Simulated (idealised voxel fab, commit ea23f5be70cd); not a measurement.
Herein follows the process module entitled voxel wiring stack.
Square cell edge 5 nm, section width 245 nm, ID cut.
Cross-section spec: square-cell grid; bands listed top down; each band is one or more rows.
Band entry format. Leading values: height of top, height of bottom, nm. Remainder: materials in left-to-right order, each with its width in nm. Special words: "everywhere" on a single material, which then fills the band edge to edge; "blank", empty space.
Below 0: as-received wafer, all one material; heights counted from there. Lowest band: no bottom, goes on down, written "0..down".
The notation "30..40" denotes a width that varies across the rows of cells in the band, beginning at the first number in the top row, finishing at the second number in the bottom row, and changing by an identical amount from each row to the next.
You'll sometimes find "same as before" written for a step, and that's the way of saying that nowhere in the cross-section did a cell change during that step.
What "Closed internal cavities" gives you is every empty space of 8 cells or more that is cut off from the top. Each appears as width x height at distance, with the distance taken from the left edge and width, height and distance all in nm.
Whatever follows a step's settings on its line is a remark the simulator itself makes about that step.
A step's line can hold "overlay nm"; with a mask on that step, the setting says how far right of the planned place the mask lay, while a negative setting says it lay to the left.
### plan
1: RECEIVE [material Si]
2: CONFORMAL_DEP [material SiO2] [thk nm 15]
3: DIRECTIONAL_DEP [material TiN] [thk nm 5]
4: DIRECTIONAL_DEP [material W] [thk nm 20]
5: DIRECTIONAL_DEP [material aC] [thk nm 15]
6: PATTERN [tone cover] [mask id METAL_1] [material resist] [width nm 20] [pitch nm 50] [thk nm 35] [overlay nm 0]
7: DIRECTIONAL_ETCH [etch materials aC] [depth nm 15]
8: STRIP [etch materials resist]
9: DIRECTIONAL_ETCH [etch materials W] [depth nm 20]
10: DIRECTIONAL_ETCH [etch materials TiN] [depth nm 5]
11: STRIP [etch materials aC]
12: FILL_DEP [material lowk] [thk nm 10]
13: CMP [height nm 40]
14: CONFORMAL_DEP [material SiCN] [thk nm 5]
15: DIRECTIONAL_DEP [material SiO2] [thk nm 15]
16: MASKED_ETCH [tone open] [mask id PLUG_1] [width nm 15] [etch materials SiO2] [depth nm 15] [overlay nm 0]
17: MASKED_ETCH [tone open] [mask id PLUG_1] [width nm 15] [etch materials SiCN] [depth nm 5] [overlay nm 0]
18: EPI [material Ru] [thk nm 10]
19: EPI [material Ru] [thk nm 10]
20: DIRECTIONAL_DEP [material TiN] [thk nm 5]
21: DIRECTIONAL_DEP [material Ru] [thk nm 20]
22: MASKED_ETCH [tone cover] [mask id METAL_2] [width nm 20] [pitch nm 50] [etch materials Ru] [depth nm 20] [overlay nm 0]
23: MASKED_ETCH [tone cover] [mask id METAL_2] [width nm 20] [pitch nm 50] [etch materials TiN] [depth nm 5] [overlay nm 0]
24: CONFORMAL_DEP [material SiN] [thk nm 5]
25: FILL_DEP [material lowk] [thk nm 10]
26: CMP [height nm 85]
27: CONFORMAL_DEP [material SiCN] [thk nm 5]
28: DIRECTIONAL_DEP [material lowk] [thk nm 10]
29: DIRECTIONAL_DEP [material aC] [thk nm 10]
30: PATTERN [tone open] [mask id PLUG_2] [material resist] [width nm 15] [thk nm 25] [overlay nm 0]
31: DIRECTIONAL_ETCH [etch materials aC] [depth nm 10]
32: STRIP [etch materials resist]
33: DIRECTIONAL_ETCH [etch materials lowk] [depth nm 10]
34: DIRECTIONAL_ETCH [etch materials SiCN] [depth nm 5]
35: STRIP [etch materials aC]
36: CONFORMAL_DEP [material TiN] [thk nm 5]
37: FILL_DEP [material Cu] [thk nm 5]
38: CMP [height nm 100]
39: CONFORMAL_DEP [material SiN] [thk nm 5]
40: DIRECTIONAL_DEP [material SiO2] [thk nm 15]
41: PATTERN [tone open] [mask id METAL_3] [material resist] [width nm 20] [pitch nm 50] [thk nm 20] [overlay nm 0]
42: DIRECTIONAL_ETCH [etch materials SiO2] [depth nm 15]
43: DIRECTIONAL_ETCH [etch materials SiN] [depth nm 5]
44: STRIP [etch materials resist]
45: CONFORMAL_DEP [material TiN] [thk nm 5]
46: FILL_DEP [material W] [thk nm 5]
47: CMP [height nm 120]
48: EPI [material Ru] [thk nm 5]
49: FILL_DEP [material SiCN] [thk nm 5]
50: DIRECTIONAL_DEP [material lowk] [thk nm 30]
51: MASKED_ETCH [tone open] [mask id METAL_4_HOLES] [width nm 15] [pitch nm 50] [etch materials lowk] [depth nm 30] [overlay nm 0]
52: PATTERN [tone open] [mask id METAL_4] [material resist] [width nm 20] [pitch nm 50] [thk nm 20] [overlay nm 0]
53: DIRECTIONAL_ETCH [etch materials lowk] [depth nm 15]
54: DIRECTIONAL_ETCH [etch materials SiCN] [depth nm 5]
55: STRIP [etch materials resist]
56: CONFORMAL_DEP [material TiN] [thk nm 5]
57: FILL_DEP [material Cu] [thk nm 5]
58: CMP [height nm 160]
59: CONFORMAL_DEP [material SiCN] [thk nm 5]
### Delivered wafer in cross-section: state after step 1
    0..down = Si everywhere
    Closed internal cavities: none
### Post-module cross-section of the first of two wafers (run per plan)
    165..160 = SiCN everywhere
    160..150 = 85 lowk | 5 TiN | 10 Cu | 5 TiN | 30 lowk | 5 TiN | 10 Cu | 5 TiN | 90 lowk
    150..145 = 85 lowk | 5 TiN | 5 Cu | 10 TiN | 30 lowk | 5 TiN | 5 Cu | 10 TiN | 90 lowk
    145..130 = 85 lowk | 5 TiN | 5 Cu | 5 TiN | 35 lowk | 5 TiN | 5 Cu | 5 TiN | 95 lowk
    130..125 = 85 SiCN | 15 TiN | 35 SiCN | 15 TiN | 95 SiCN
    125..120 = 80 SiCN | 30 Ru | 20 SiCN | 30 Ru | 85 SiCN
    120..105 = 85 SiO2 | 5 TiN | 10 W | 5 TiN | 30 SiO2 | 5 TiN | 10 W | 5 TiN | 90 SiO2
    105..100 = 85 SiN | 20 TiN | 30 SiN | 20 TiN | 90 SiN
    100..90 = 85 lowk | 5 TiN | 5 Cu | 5 TiN | 145 lowk
    90..85 = 85 SiCN | 15 TiN | 145 SiCN
    85..65 = 80 lowk | 5 SiN | 20 Ru | 5 SiN | 20 lowk | 5 SiN | 20 Ru | 5 SiN | 85 lowk
    65..60 = 85 SiN | 20 TiN | 30 SiN | 20 TiN | 90 SiN
    60..45 = 85 SiO2 | 15 Ru | 145 SiO2
    45..40 = 85 SiCN | 15 Ru | 145 SiCN
    40..20 = 85 lowk | 20 W | 30 lowk | 20 W | 90 lowk
    20..15 = 85 lowk | 20 TiN | 30 lowk | 20 TiN | 90 lowk
    15..0 = SiO2 everywhere
    0..down = Si everywhere
    Closed internal cavities: none
### second wafer at the end: like start, like plan, one mistake
    165..160 = SiCN everywhere
    160..150 = 85 lowk | 5 TiN | 10 Cu | 5 TiN | 30 lowk | 5 TiN | 10 Cu | 5 TiN | 90 lowk
    150..145 = 85 lowk | 5 TiN | 5 Cu | 10 TiN | 30 lowk | 5 TiN | 5 Cu | 10 TiN | 90 lowk
    145..130 = 85 lowk | 5 TiN | 5 Cu | 5 TiN | 35 lowk | 5 TiN | 5 Cu | 5 TiN | 95 lowk
    130..125 = 85 SiCN | 15 TiN | 35 SiCN | 15 TiN | 95 SiCN
    125..120 = 80 SiCN | 30 Ru | 20 SiCN | 30 Ru | 85 SiCN
    120..105 = 85 SiO2 | 5 TiN | 10 W | 5 TiN | 30 SiO2 | 5 TiN | 10 W | 5 TiN | 90 SiO2
    105..100 = 85 SiN | 20 TiN | 30 SiN | 20 TiN | 90 SiN
    100..90 = 85 lowk | 5 TiN | 5 Cu | 5 TiN | 145 lowk
    90..85 = 85 SiCN | 15 TiN | 145 SiCN
    85..70 = 80 lowk | 5 SiN | 20 Ru | 5 SiN | 20 lowk | 5 SiN | 20 Ru | 5 SiN | 85 lowk
    70..65 = 75 lowk | 10 SiN | 20 TiN | 5 SiN | 20 lowk | 5 SiN | 20 Ru | 5 SiN | 85 lowk
    65..60 = 80 SiN | 25 Ru | 30 SiN | 20 TiN | 90 SiN
    60..45 = 85 SiO2 | 15 Ru | 145 SiO2
    45..40 = W everywhere
    40..20 = 85 lowk | 20 W | 30 lowk | 20 W | 90 lowk
    20..15 = 85 lowk | 20 TiN | 30 lowk | 20 TiN | 90 lowk
    15..0 = SiO2 everywhere
    0..down = Si everywhere
    Closed internal cavities: none
The plan and the run diverged here: contrary to plan, step 14 was performed as CONFORMAL_DEP [material W] [thk nm 5]
End of process, cell counts, second wafer against first, materials with more or fewer: Ru -2, SiCN -46, W +49, lowk -1
